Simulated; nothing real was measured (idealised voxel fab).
Process module, titled voxel gate over fins
Xsec cut, 165 nm wide, square cell size 5 nm.
Notation: cross-section as square-cell grid; stated in bands, top first, going down; one or more cell rows per band. First you get the band's top height and its bottom height, in nm, and then the materials it's made of, left to right, with each width in nm. If you see a single material with "throughout", that one covers the band edge to edge. "air" is empty space. A quick word on heights: they are counted from 0, and under that level the wafer as it came to us is one material throughout. The lowest band is different from the rest in having no bottom; it simply continues downward, written as in "z 0 and below". Read "30 to 40" as a graded width: first number on top, second number at the bottom, same change between each pair of neighbouring rows. No cell of the cross-section changed in a step that is given as "same as before". "Catalogued sealed voids": empty spaces of 8 cells or more with no open way to the top, each given as width x height at distance, distance from the left edge, all in nm. What comes after the settings on a step's line is commentary from the simulator itself on that step. overlay nm: where the mask lay relative to plan, measured to the right, on steps with a mask; negatives go left.

## Process steps (planned)
1: RECEIVE, material Si
2: CONFORMAL_DEP, material SiN, thk nm 5
3: MASKED_ETCH, tone cover, mask id FINS, width nm 15, pitch nm 45, etch materials SiN, depth nm 5, overlay nm 0
4: MASKED_ETCH, tone cover, mask id FINS, width nm 15, pitch nm 45, etch materials Si, depth nm 30, overlay nm 0
5: OXIDIZE, depth nm 5
6: FILL_DEP, material SiO2, thk nm 10
7: CMP, height nm 5
8: SELECTIVE_ETCH, etch materials SiO2, depth nm 20
9: STRIP, etch materials SiN
10: CONFORMAL_DEP, material HfO2, thk nm 5
11: CONFORMAL_DEP, material TiN, thk nm 5
12: FILL_DEP, material W, thk nm 15
13: CMP, height nm 20
14: CONFORMAL_DEP, material SiN, thk nm 10

## So, the first of our two wafers, run just as we planned it

## Cross-section of the incoming wafer, state after step 1
    z 0 and below = Si throughout
    Catalogued sealed voids: none

## Cross-section: wafer state after step 2
    z 5 to 0 = SiN throughout
    Everything under 0 stays put, no change at all.

## Cross-section: wafer state after step 3
    z 5 to 0 = 30 of air, then 15 of SiN, then 30 of air, then 15 of SiN, then 30 of air, then 15 of SiN, then 30 of air
    Everything under 0 stays put, no change at all.

## Cross-section: wafer state after step 4
    z 5 to 0 = 30 of air, then 15 of SiN, then 30 of air, then 15 of SiN, then 30 of air, then 15 of SiN, then 30 of air
    z 0 to -30 = 30 of air, then 15 of Si, then 30 of air, then 15 of Si, then 30 of air, then 15 of Si, then 30 of air
    Everything under -30 stays put, no change at all.

## Cross-section: wafer state after step 5
    z 5 to 0 = 30 of air, then 15 of SiN, then 30 of air, then 15 of SiN, then 30 of air, then 15 of SiN, then 30 of air
    z 0 to -30 = 30 of air, then 5 of SiO2, then 5 of Si, then 5 of SiO2, then 30 of air, then 5 of SiO2, then 5 of Si, then 5 of SiO2, then 30 of air, then 5 of SiO2, then 5 of Si, then 5 of SiO2, then 30 of air
    z -30 to -35 = 35 of SiO2, then 5 of Si, then 40 of SiO2, then 5 of Si, then 40 of SiO2, then 5 of Si, then 35 of SiO2
    Everything under -35 stays put, no change at all.

## Cross-section: wafer state after step 6
    z 15 to 5 = SiO2 throughout
    z 5 to 0 = 30 of SiO2, then 15 of SiN, then 30 of SiO2, then 15 of SiN, then 30 of SiO2, then 15 of SiN, then 30 of SiO2
    z 0 to -35 = 35 of SiO2, then 5 of Si, then 40 of SiO2, then 5 of Si, then 40 of SiO2, then 5 of Si, then 35 of SiO2
    Everything under -35 stays put, no change at all.

## Cross-section: wafer state after step 7
    z 5 to 0 = 30 of SiO2, then 15 of SiN, then 30 of SiO2, then 15 of SiN, then 30 of SiO2, then 15 of SiN, then 30 of SiO2
    Everything under 0 stays put, no change at all.

## Cross-section: wafer state after step 8
    z 5 to 0 = 30 of air, then 15 of SiN, then 30 of air, then 15 of SiN, then 30 of air, then 15 of SiN, then 30 of air
    z 0 to -15 = 35 of air, then 5 of Si, then 40 of air, then 5 of Si, then 40 of air, then 5 of Si, then 35 of air
    Everything under -15 stays put, no change at all.

## Cross-section: wafer state after step 9
    z 0 to -15 = 35 of air, then 5 of Si, then 40 of air, then 5 of Si, then 40 of air, then 5 of Si, then 35 of air
    Everything under -15 stays put, no change at all.

## Cross-section: wafer state after step 10
    z 5 to 0 = 30 of air, then 15 of HfO2, then 30 of air, then 15 of HfO2, then 30 of air, then 15 of HfO2, then 30 of air
    z 0 to -10 = 30 of air, then 5 of HfO2, then 5 of Si, then 5 of HfO2, then 30 of air, then 5 of HfO2, then 5 of Si, then 5 of HfO2, then 30 of air, then 5 of HfO2, then 5 of Si, then 5 of HfO2, then 30 of air
    z -10 to -15 = 35 of HfO2, then 5 of Si, then 40 of HfO2, then 5 of Si, then 40 of HfO2, then 5 of Si, then 35 of HfO2
    Everything under -15 stays put, no change at all.

## Cross-section: wafer state after step 11
    z 10 to 5 = 25 of air, then 25 of TiN, then 20 of air, then 25 of TiN, then 20 of air, then 25 of TiN, then 25 of air
    z 5 to 0 = 25 of air, then 5 of TiN, then 15 of HfO2, then 5 of TiN, then 20 of air, then 5 of TiN, then 15 of HfO2, then 5 of TiN, then 20 of air, then 5 of TiN, then 15 of HfO2, then 5 of TiN, then 25 of air
    z 0 to -5 = 25 of air, then 5 of TiN, then 5 of HfO2, then 5 of Si, then 5 of HfO2, then 5 of TiN, then 20 of air, then 5 of TiN, then 5 of HfO2, then 5 of Si, then 5 of HfO2, then 5 of TiN, then 20 of air, then 5 of TiN, then 5 of HfO2, then 5 of Si, then 5 of HfO2, then 5 of TiN, then 25 of air
    z -5 to -10 = 30 of TiN, then 5 of HfO2, then 5 of Si, then 5 of HfO2, then 30 of TiN, then 5 of HfO2, then 5 of Si, then 5 of HfO2, then 30 of TiN, then 5 of HfO2, then 5 of Si, then 5 of HfO2, then 30 of TiN
    Everything under -10 stays put, no change at all.

## Cross-section: wafer state after step 12
    z 25 to 10 = W throughout
    z 10 to 5 = 25 of W, then 25 of TiN, then 20 of W, then 25 of TiN, then 20 of W, then 25 of TiN, then 25 of W
    z 5 to 0 = 25 of W, then 5 of TiN, then 15 of HfO2, then 5 of TiN, then 20 of W, then 5 of TiN, then 15 of HfO2, then 5 of TiN, then 20 of W, then 5 of TiN, then 15 of HfO2, then 5 of TiN, then 25 of W
    z 0 to -5 = 25 of W, then 5 of TiN, then 5 of HfO2, then 5 of Si, then 5 of HfO2, then 5 of TiN, then 20 of W, then 5 of TiN, then 5 of HfO2, then 5 of Si, then 5 of HfO2, then 5 of TiN, then 20 of W, then 5 of TiN, then 5 of HfO2, then 5 of Si, then 5 of HfO2, then 5 of TiN, then 25 of W
    Everything under -5 stays put, no change at all.

## Cross-section: wafer state after step 13
    z 20 to 10 = W throughout
    Everything under 10 stays put, no change at all.

## Cross-section: wafer state after step 14
    z 30 to 20 = SiN throughout
    Everything under 20 stays put, no change at all.

## Wafer two. Same start, same plan, one slip in execution. Same as wafer one through step 2, inclusive

## Second wafer at the planned finish of step 3, seen in cross-section
    z 5 to 0 = 30 of air, then 20 of SiN, then 25 of air, then 20 of SiN, then 25 of air, then 20 of SiN, then 25 of air
    Everything under 0 stays put, no change at all.

## Second wafer at the planned finish of step 4, seen in cross-section
    z 5 to 0 = 30 of air, then 20 of SiN, then 25 of air, then 20 of SiN, then 25 of air, then 20 of SiN, then 25 of air
    z 0 to -30 = 30 of air, then 20 of Si, then 25 of air, then 20 of Si, then 25 of air, then 20 of Si, then 25 of air
    Everything under -30 stays put, no change at all.

## Second wafer at the planned finish of step 5, seen in cross-section
    z 5 to 0 = 30 of air, then 20 of SiN, then 25 of air, then 20 of SiN, then 25 of air, then 20 of SiN, then 25 of air
    z 0 to -30 = 30 of air, then 5 of SiO2, then 10 of Si, then 5 of SiO2, then 25 of air, then 5 of SiO2, then 10 of Si, then 5 of SiO2, then 25 of air, then 5 of SiO2, then 10 of Si, then 5 of SiO2, then 25 of air
    z -30 to -35 = 35 of SiO2, then 10 of Si, then 35 of SiO2, then 10 of Si, then 35 of SiO2, then 10 of Si, then 30 of SiO2
    Everything under -35 stays put, no change at all.

## Second wafer at the planned finish of step 6, seen in cross-section
    z 15 to 5 = SiO2 throughout
    z 5 to 0 = 30 of SiO2, then 20 of SiN, then 25 of SiO2, then 20 of SiN, then 25 of SiO2, then 20 of SiN, then 25 of SiO2
    z 0 to -35 = 35 of SiO2, then 10 of Si, then 35 of SiO2, then 10 of Si, then 35 of SiO2, then 10 of Si, then 30 of SiO2
    Everything under -35 stays put, no change at all.

## Second wafer at the planned finish of step 7, seen in cross-section
    z 5 to 0 = 30 of SiO2, then 20 of SiN, then 25 of SiO2, then 20 of SiN, then 25 of SiO2, then 20 of SiN, then 25 of SiO2
    Everything under 0 stays put, no change at all.

## Second wafer at the planned finish of step 8, seen in cross-section
    z 5 to 0 = 30 of air, then 20 of SiN, then 25 of air, then 20 of SiN, then 25 of air, then 20 of SiN, then 25 of air
    z 0 to -15 = 35 of air, then 10 of Si, then 35 of air, then 10 of Si, then 35 of air, then 10 of Si, then 30 of air
    Everything under -15 stays put, no change at all.

## Second wafer at the planned finish of step 9, seen in cross-section
    z 0 to -15 = 35 of air, then 10 of Si, then 35 of air, then 10 of Si, then 35 of air, then 10 of Si, then 30 of air
    Everything under -15 stays put, no change at all.

## Second wafer at the planned finish of step 10, seen in cross-section
    z 5 to 0 = 30 of air, then 20 of HfO2, then 25 of air, then 20 of HfO2, then 25 of air, then 20 of HfO2, then 25 of air
    z 0 to -10 = 30 of air, then 5 of HfO2, then 10 of Si, then 5 of HfO2, then 25 of air, then 5 of HfO2, then 10 of Si, then 5 of HfO2, then 25 of air, then 5 of HfO2, then 10 of Si, then 5 of HfO2, then 25 of air
    z -10 to -15 = 35 of HfO2, then 10 of Si, then 35 of HfO2, then 10 of Si, then 35 of HfO2, then 10 of Si, then 30 of HfO2
    Everything under -15 stays put, no change at all.

## Second wafer at the planned finish of step 11, seen in cross-section
    z 10 to 5 = 25 of air, then 30 of TiN, then 15 of air, then 30 of TiN, then 15 of air, then 30 of TiN, then 20 of air
    z 5 to 0 = 25 of air, then 5 of TiN, then 20 of HfO2, then 5 of TiN, then 15 of air, then 5 of TiN, then 20 of HfO2, then 5 of TiN, then 15 of air, then 5 of TiN, then 20 of HfO2, then 5 of TiN, then 20 of air
    z 0 to -5 = 25 of air, then 5 of TiN, then 5 of HfO2, then 10 of Si, then 5 of HfO2, then 5 of TiN, then 15 of air, then 5 of TiN, then 5 of HfO2, then 10 of Si, then 5 of HfO2, then 5 of TiN, then 15 of air, then 5 of TiN, then 5 of HfO2, then 10 of Si, then 5 of HfO2, then 5 of TiN, then 20 of air
    z -5 to -10 = 30 of TiN, then 5 of HfO2, then 10 of Si, then 5 of HfO2, then 25 of TiN, then 5 of HfO2, then 10 of Si, then 5 of HfO2, then 25 of TiN, then 5 of HfO2, then 10 of Si, then 5 of HfO2, then 25 of TiN
    Everything under -10 stays put, no change at all.

## Second wafer at the planned finish of step 12, seen in cross-section
    z 25 to 10 = W throughout
    z 10 to 5 = 25 of W, then 30 of TiN, then 15 of W, then 30 of TiN, then 15 of W, then 30 of TiN, then 20 of W
    z 5 to 0 = 25 of W, then 5 of TiN, then 20 of HfO2, then 5 of TiN, then 15 of W, then 5 of TiN, then 20 of HfO2, then 5 of TiN, then 15 of W, then 5 of TiN, then 20 of HfO2, then 5 of TiN, then 20 of W
    z 0 to -5 = 25 of W, then 5 of TiN, then 5 of HfO2, then 10 of Si, then 5 of HfO2, then 5 of TiN, then 15 of W, then 5 of TiN, then 5 of HfO2, then 10 of Si, then 5 of HfO2, then 5 of TiN, then 15 of W, then 5 of TiN, then 5 of HfO2, then 10 of Si, then 5 of HfO2, then 5 of TiN, then 20 of W
    Everything under -5 stays put, no change at all.

## Second wafer at the planned finish of step 13, seen in cross-section
    z 20 to 10 = W throughout
    Everything under 10 stays put, no change at all.

## Second wafer at the planned finish of step 14, seen in cross-section
    z 30 to 20 = SiN throughout
    Everything under 20 stays put, no change at all.
Plan not followed: step 3 ran as: MASKED_ETCH, tone cover, mask id FINS, width nm 20, pitch nm 45, etch materials SiN, depth nm 5, overlay nm 0
End of process, cell counts, second wafer against first, materials with more or fewer: Si: 21 more | SiO2: 12 fewer | W: 9 fewer
